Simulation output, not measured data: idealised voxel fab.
process module | voxel double patterning
cross-section cut | 220 nm wide | cells 5 nm
A cross-section is a grid of square cells, given in bands from the top down. A band is one or more rows of cells.
Each band's line starts with the height of the band's top and of its bottom, in nm. Then come its materials from left to right, each with its width in nm. One material with "throughout" fills the band from edge to edge. "air" is empty space.
Height 0 is the level under which the wafer as received is all one material. The lowest band goes on downwards, as in "0 down".
A width such as "30 to 40" changes by the same amount from each row of cells to the next, from the band's top row to its bottom row.
"no change" after a step means that no cell of the cross-section changed.
closed voids: empty space of 8 cells or more with no open way to the top, each as width x height at its distance from the left edge, in nm
after a step's settings: what the simulator itself notes on the step
overlay nm, on a step with a mask: how far to the right of its planned place the mask lay; to the left if negative
plan
1 op RECEIVE | material Si
2 op CONFORMAL_DEP | material SiO2 | thk nm 10
3 op DIRECTIONAL_DEP | material W | thk nm 15
4 op DIRECTIONAL_DEP | material SiCN | thk nm 5
5 op DIRECTIONAL_DEP | material aC | thk nm 10
6 op PATTERN | tone open | mask id FIRST | material resist | width nm 15 | pitch nm 50 | thk nm 25 | overlay nm 0
7 op DIRECTIONAL_ETCH | etch materials aC | depth nm 10
8 op STRIP | etch materials resist
9 op DIRECTIONAL_ETCH | etch materials SiCN | depth nm 5
10 op STRIP | etch materials aC
11 op DIRECTIONAL_DEP | material aC | thk nm 10
12 op PATTERN | tone open | mask id SECOND | material resist | width nm 15 | pitch nm 50 | thk nm 30 | overlay nm 0
13 op DIRECTIONAL_ETCH | etch materials aC | depth nm 10
14 op STRIP | etch materials resist
15 op DIRECTIONAL_ETCH | etch materials SiCN | depth nm 5
16 op STRIP | etch materials aC
17 op DIRECTIONAL_ETCH | etch materials W | depth nm 15
18 op STRIP | etch materials SiCN
first wafer, as planned
as received, after step 1
  0 down: Si throughout
  closed voids: none
after step 2
  10 to 0: SiO2 throughout
  below 0: unchanged
after step 3
  25 to 10: W throughout
  below 10: unchanged
after step 4
  30 to 25: SiCN throughout
  below 25: unchanged
after step 5
  40 to 30: aC throughout
  below 30: unchanged
after step 6
  65 to 40: resist 50 | air 15 | resist 35 | air 15 | resist 35 | air 15 | resist 55
  below 40: unchanged
after step 7
  55 to 40: resist 50 | air 15 | resist 35 | air 15 | resist 35 | air 15 | resist 55
  40 to 30: aC 50 | air 15 | aC 35 | air 15 | aC 35 | air 15 | aC 55
  below 30: unchanged
after step 8
  40 to 30: aC 50 | air 15 | aC 35 | air 15 | aC 35 | air 15 | aC 55
  below 30: unchanged
after step 9
  40 to 30: aC 50 | air 15 | aC 35 | air 15 | aC 35 | air 15 | aC 55
  30 to 25: SiCN 50 | air 15 | SiCN 35 | air 15 | SiCN 35 | air 15 | SiCN 55
  below 25: unchanged
after step 10
  30 to 25: SiCN 50 | air 15 | SiCN 35 | air 15 | SiCN 35 | air 15 | SiCN 55
  below 25: unchanged
after step 11
  40 to 35: aC 50 | air 15 | aC 35 | air 15 | aC 35 | air 15 | aC 55
  35 to 30: aC throughout
  30 to 25: SiCN 50 | aC 15 | SiCN 35 | aC 15 | SiCN 35 | aC 15 | SiCN 55
  below 25: unchanged
after step 12
  70 to 40: resist 75 | air 15 | resist 35 | air 15 | resist 80
  40 to 35: aC 50 | resist 15 | aC 35 | resist 15 | aC 35 | resist 15 | aC 55
  below 35: unchanged
after step 13
  60 to 40: resist 75 | air 15 | resist 35 | air 15 | resist 80
  40 to 35: aC 50 | resist 15 | aC 10 | air 15 | aC 10 | resist 15 | aC 10 | air 15 | aC 10 | resist 15 | aC 55
  35 to 30: aC 75 | air 15 | aC 35 | air 15 | aC 80
  below 30: unchanged
after step 14
  40 to 35: aC 50 | air 15 | aC 10 | air 15 | aC 10 | air 15 | aC 10 | air 15 | aC 10 | air 15 | aC 55
  below 35: unchanged
after step 15
  40 to 35: aC 50 | air 15 | aC 10 | air 15 | aC 10 | air 15 | aC 10 | air 15 | aC 10 | air 15 | aC 55
  35 to 30: aC 75 | air 15 | aC 35 | air 15 | aC 80
  30 to 25: SiCN 50 | aC 15 | SiCN 10 | air 15 | SiCN 10 | aC 15 | SiCN 10 | air 15 | SiCN 10 | aC 15 | SiCN 55
  below 25: unchanged
after step 16
  30 to 25: SiCN 50 | air 15 | SiCN 10 | air 15 | SiCN 10 | air 15 | SiCN 10 | air 15 | SiCN 10 | air 15 | SiCN 55
  below 25: unchanged
after step 17
  30 to 25: SiCN 50 | air 15 | SiCN 10 | air 15 | SiCN 10 | air 15 | SiCN 10 | air 15 | SiCN 10 | air 15 | SiCN 55
  25 to 10: W 50 | air 15 | W 10 | air 15 | W 10 | air 15 | W 10 | air 15 | W 10 | air 15 | W 55
  below 10: unchanged
after step 18
  25 to 10: W 50 | air 15 | W 10 | air 15 | W 10 | air 15 | W 10 | air 15 | W 10 | air 15 | W 55
  below 10: unchanged
second wafer: like start, like plan, one mistake. Through step 1 it matches the first wafer
when step 2 should have ended
  5 to 0: SiO2 throughout
  below 0: unchanged
when step 3 should have ended
  20 to 5: W throughout
  below 5: unchanged
when step 4 should have ended
  25 to 20: SiCN throughout
  below 20: unchanged
when step 5 should have ended
  35 to 25: aC throughout
  below 25: unchanged
when step 6 should have ended
  60 to 35: resist 50 | air 15 | resist 35 | air 15 | resist 35 | air 15 | resist 55
  below 35: unchanged
when step 7 should have ended
  50 to 35: resist 50 | air 15 | resist 35 | air 15 | resist 35 | air 15 | resist 55
  35 to 25: aC 50 | air 15 | aC 35 | air 15 | aC 35 | air 15 | aC 55
  below 25: unchanged
when step 8 should have ended
  35 to 25: aC 50 | air 15 | aC 35 | air 15 | aC 35 | air 15 | aC 55
  below 25: unchanged
when step 9 should have ended
  35 to 25: aC 50 | air 15 | aC 35 | air 15 | aC 35 | air 15 | aC 55
  25 to 20: SiCN 50 | air 15 | SiCN 35 | air 15 | SiCN 35 | air 15 | SiCN 55
  below 20: unchanged
when step 10 should have ended
  25 to 20: SiCN 50 | air 15 | SiCN 35 | air 15 | SiCN 35 | air 15 | SiCN 55
  below 20: unchanged
when step 11 should have ended
  35 to 30: aC 50 | air 15 | aC 35 | air 15 | aC 35 | air 15 | aC 55
  30 to 25: aC throughout
  25 to 20: SiCN 50 | aC 15 | SiCN 35 | aC 15 | SiCN 35 | aC 15 | SiCN 55
  below 20: unchanged
when step 12 should have ended
  65 to 35: resist 75 | air 15 | resist 35 | air 15 | resist 80
  35 to 30: aC 50 | resist 15 | aC 35 | resist 15 | aC 35 | resist 15 | aC 55
  below 30: unchanged
when step 13 should have ended
  55 to 35: resist 75 | air 15 | resist 35 | air 15 | resist 80
  35 to 30: aC 50 | resist 15 | aC 10 | air 15 | aC 10 | resist 15 | aC 10 | air 15 | aC 10 | resist 15 | aC 55
  30 to 25: aC 75 | air 15 | aC 35 | air 15 | aC 80
  below 25: unchanged
when step 14 should have ended
  35 to 30: aC 50 | air 15 | aC 10 | air 15 | aC 10 | air 15 | aC 10 | air 15 | aC 10 | air 15 | aC 55
  below 30: unchanged
when step 15 should have ended
  35 to 30: aC 50 | air 15 | aC 10 | air 15 | aC 10 | air 15 | aC 10 | air 15 | aC 10 | air 15 | aC 55
  30 to 25: aC 75 | air 15 | aC 35 | air 15 | aC 80
  25 to 20: SiCN 50 | aC 15 | SiCN 10 | air 15 | SiCN 10 | aC 15 | SiCN 10 | air 15 | SiCN 10 | aC 15 | SiCN 55
  below 20: unchanged
when step 16 should have ended
  25 to 20: SiCN 50 | air 15 | SiCN 10 | air 15 | SiCN 10 | air 15 | SiCN 10 | air 15 | SiCN 10 | air 15 | SiCN 55
  below 20: unchanged
when step 17 should have ended
  25 to 20: SiCN 50 | air 15 | SiCN 10 | air 15 | SiCN 10 | air 15 | SiCN 10 | air 15 | SiCN 10 | air 15 | SiCN 55
  20 to 5: W 50 | air 15 | W 10 | air 15 | W 10 | air 15 | W 10 | air 15 | W 10 | air 15 | W 55
  below 5: unchanged
when step 18 should have ended
  20 to 5: W 50 | air 15 | W 10 | air 15 | W 10 | air 15 | W 10 | air 15 | W 10 | air 15 | W 55
  below 5: unchanged
what went wrong: step 2 ran as: op CONFORMAL_DEP | material SiO2 | thk nm 5
at the end the second wafer has, in cells: 44 fewer of SiO2
